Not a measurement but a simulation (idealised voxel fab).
voxel released beams: a process module
Cross-section cut: width 220 nm, square cells of 5 nm.
Cross-sections here: square-cell grids, written as top-down lists of bands, a band being one or more rows of cells. What a band's entry tells you: where the top is and where the bottom is, as heights in nm, and after that what lies inside, material by material from left to right, each with its width in nm. Empty space is written as the word "blank", and a single material marked with the word "everywhere" occupies the band from edge to edge. Below 0: as-received wafer, all one material; heights counted from there. Lowest band: no bottom, goes on down, written "from 0 down". You'd read "30..40" like this: the band's top row of cells is as wide as the first number, its bottom row is as wide as the second, and going down, every row changes width by the same amount as the row before did. When a step is marked "remained the same", none of the cells in the cross-section changed during that step. Empty spaces without an open route to the top, at least 8 cells in extent, make up the entry "Enclosed internal cavities"; each is given as width x height at distance, where the distance is measured from the left edge, and all are in nm. That trailing text on a step's line, after the settings, is the simulator's own remark on the step. Each step line may optionally specify "overlay nm", which for a step with a mask gives the rightward distance between the mask's planned place and where it lay, a negative value indicating the leftward direction.

## Below is the list of planned process steps
| 1 | op RECEIVE | material Si |
| 2 | op CONFORMAL_DEP | material SiN | thk nm 5 |
| 3 | op DIRECTIONAL_DEP | material SiO2 | thk nm 15 |
| 4 | op PATTERN | tone open | mask id ANCHOR | material resist | width nm 35 | thk nm 20 | overlay nm 0 |
| 5 | op DIRECTIONAL_ETCH | etch materials SiO2 | depth nm 15 |
| 6 | op STRIP | etch materials resist |
| 7 | op CONFORMAL_DEP | material TiN | thk nm 10 |
| 8 | op MASKED_ETCH | tone cover | mask id BEAM | width nm 105 | etch materials TiN | depth nm 10 | overlay nm 0 |
| 9 | op STRIP | etch materials SiO2 |

## Cross-section of the wafer upon arrival, representing the state reached after step 1
  from 0 down | Si everywhere
  Enclosed internal cavities: none

## Cross-section: first of two wafers, module finished, run according to plan
  from 30 to 20 | 55 of blank, then 15 of TiN, then 15 of blank, then 75 of TiN, then 60 of blank
  from 20 to 15 | 60 of blank, then 10 of TiN, then 15 of blank, then 10 of TiN, then 125 of blank
  from 15 to 5 | 60 of blank, then 35 of TiN, then 125 of blank
  from 5 to 0 | SiN everywhere
  from 0 down | Si everywhere
  Enclosed internal cavities: none

## Cross-sectional view: second of two wafers, end of module; start and plan identical to the first, one mistake in running
  from 30 to 20 | 60 of blank, then 10 of TiN, then 15 of blank, then 75 of TiN, then 60 of blank
  from 20 to 15 | 60 of blank, then 10 of TiN, then 15 of blank, then 10 of TiN, then 125 of blank
  from 15 to 5 | 60 of blank, then 35 of TiN, then 125 of blank
  from 5 to 0 | SiN everywhere
  from 0 down | Si everywhere
  Enclosed internal cavities: none
Diagnosis: in deviation from the planned setting, step 8 was conducted as op MASKED_ETCH | tone cover | mask id BEAM | width nm 100 | etch materials TiN | depth nm 10 | overlay nm 0
End check, counted in cells, second wafer has more or fewer of these materials than the first: -2 TiN
